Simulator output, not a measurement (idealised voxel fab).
The document below concerns the process module designated voxel transistor to metal.
The cross-section shown here is cut; it is 190 nm wide and divided into square cells measuring 5 nm on a side.
This document writes a cross-section as a grid whose cells are square, and gives it as bands, listed from the top down; one or more rows of cells form a band.
For a band, the entry starts with two heights in nm, that of the top and then that of the bottom, and carries on with the band's materials in order from left to right, each alongside its width in nm; the word "throughout" beside a single material means it fills the band edge to edge, and "empty" means empty space.
Note: height 0 marks the level under which the wafer is uniformly one material as received. Lowest band unbounded below, written "0 nm and below".
A width given as "30 to 40" starts at the first number in the band's top row and ends at the second number in its bottom row, shifting by an equal amount at every step from row to row.
Step note "same as before" = no cross-section cell changed.
"Trapped cavities" contains a list of empty spaces, each no smaller than 8 cells and without an open way to the top, written in the form width x height at distance with the distance from the left edge and all three in nm.
Note: text after step settings on the step line = simulator remark on that step.
A step line may carry the setting "overlay nm", which, for steps involving a mask, states the distance by which the mask lay to the right of its intended position; negative values denote displacement to the left.

The steps planned for the process are as follows:
step 1: RECEIVE: material Si
step 2: CONFORMAL_DEP: material SiO2, thk nm 5
step 3: CONFORMAL_DEP: material SiN, thk nm 10
step 4: DIRECTIONAL_DEP: material aC, thk nm 10
step 5: PATTERN: tone cover, mask id ACTIVE, material resist, width nm 85, thk nm 30, overlay nm 0
step 6: DIRECTIONAL_ETCH: etch materials aC, depth nm 10
step 7: STRIP: etch materials resist
step 8: DIRECTIONAL_ETCH: etch materials SiN, depth nm 10
step 9: DIRECTIONAL_ETCH: etch materials SiO2, depth nm 5
step 10: DIRECTIONAL_ETCH: etch materials Si, depth nm 30
step 11: STRIP: etch materials aC
step 12: FILL_DEP: material SiO2, thk nm 10
step 13: CMP: height nm 15
step 14: SELECTIVE_ETCH: etch materials SiO2, depth nm 5
step 15: STRIP: etch materials SiN
step 16: SELECTIVE_ETCH: etch materials SiO2, depth nm 5
step 17: OXIDIZE: depth nm 5
step 18: DIRECTIONAL_DEP: material polySi, thk nm 25
step 19: DIRECTIONAL_DEP: material SiCN, thk nm 15
step 20: MASKED_ETCH: tone cover, mask id GATE, width nm 15, etch materials SiCN, depth nm 25, overlay nm 0
step 21: MASKED_ETCH: tone cover, mask id GATE, width nm 15, etch materials polySi, depth nm 35, overlay nm 0
step 22: CONFORMAL_DEP: material SiN, thk nm 5
step 23: DIRECTIONAL_ETCH: etch materials SiN, depth nm 5
step 24: DIRECTIONAL_ETCH: etch materials SiO2, depth nm 5
step 25: EPI: material nSi, thk nm 5
step 26: FILL_DEP: material SiO2, thk nm 10
step 27: CMP: height nm 40
step 28: DIRECTIONAL_DEP: material SiO2, thk nm 10
step 29: DIRECTIONAL_DEP: material aC, thk nm 10
step 30: PATTERN: tone open, mask id CONTACT, material resist, width nm 25, pitch nm 50, thk nm 30, overlay nm 0
step 31: DIRECTIONAL_ETCH: etch materials aC, depth nm 10
step 32: STRIP: etch materials resist
step 33: DIRECTIONAL_ETCH: etch materials SiO2, depth nm 50
step 34: STRIP: etch materials aC
step 35: CONFORMAL_DEP: material TiN, thk nm 5
step 36: FILL_DEP: material W, thk nm 5
step 37: CMP: height nm 50
step 38: CONFORMAL_DEP: material SiN, thk nm 5
step 39: DIRECTIONAL_DEP: material lowk, thk nm 25
step 40: PATTERN: tone open, mask id METAL_1, material resist, width nm 15, pitch nm 60, thk nm 20, overlay nm 0
step 41: DIRECTIONAL_ETCH: etch materials lowk, depth nm 25
step 42: DIRECTIONAL_ETCH: etch materials SiN, depth nm 5
step 43: STRIP: etch materials resist
step 44: CONFORMAL_DEP: material TiN, thk nm 5
step 45: FILL_DEP: material Ru, thk nm 5
step 46: CMP: height nm 80
step 47: CONFORMAL_DEP: material SiCN, thk nm 5

Here's what the wafer looked like in cross-section when it arrived - that's after step 1:
* 0 nm and below = Si throughout
* Trapped cavities: none

Cross-section, end of module. Start: as above. Plan: as above. Execution: one mistake:
* 85 nm to 80 nm = SiCN throughout
* 80 nm to 55 nm = lowk: 55 / TiN: 5 / Ru: 5 / TiN: 5 / lowk: 45 / TiN: 5 / Ru: 5 / TiN: 5 / lowk: 60
* 55 nm to 50 nm = SiN: 55 / TiN: 15 / SiN: 45 / TiN: 15 / SiN: 60
* 50 nm to 45 nm = W: 50 / TiN: 5 / SiO2: 25 / TiN: 5 / W: 15 / TiN: 5 / SiO2: 25 / TiN: 5 / W: 55
* 45 nm to 40 nm = W: 50 / TiN: 5 / SiO2: 25 / TiN: 25 / SiO2: 25 / TiN: 5 / W: 55
* 40 nm to 25 nm = W: 50 / TiN: 5 / SiO2: 25 / SiN: 5 / SiCN: 15 / SiN: 5 / SiO2: 25 / TiN: 5 / W: 55
* 25 nm to 10 nm = W: 50 / TiN: 5 / SiO2: 25 / SiN: 5 / polySi: 15 / SiN: 5 / SiO2: 25 / TiN: 5 / W: 55
* 10 nm to 5 nm = W: 40 / TiN: 15 / SiO2: 25 / SiN: 5 / polySi: 15 / SiN: 5 / SiO2: 25 / TiN: 15 / W: 45
* 5 nm to 0 nm = TiN: 45 / SiN: 5 / TiN: 5 / SiO2: 25 / SiN: 5 / polySi: 15 / SiN: 5 / SiO2: 25 / TiN: 5 / SiN: 5 / TiN: 50
* 0 nm to -5 nm = SiO2: 50 / nSi: 30 / SiO2: 25 / nSi: 30 / SiO2: 55
* -5 nm to -30 nm = SiO2: 50 / Si: 85 / SiO2: 55
* -30 nm and below = Si throughout
* Trapped cavities: none
Error vs. plan: step 30 ran with different settings than intended, the actual operation and settings being PATTERN: tone cover, mask id CONTACT, material resist, width nm 25, pitch nm 50, thk nm 30, overlay nm 0
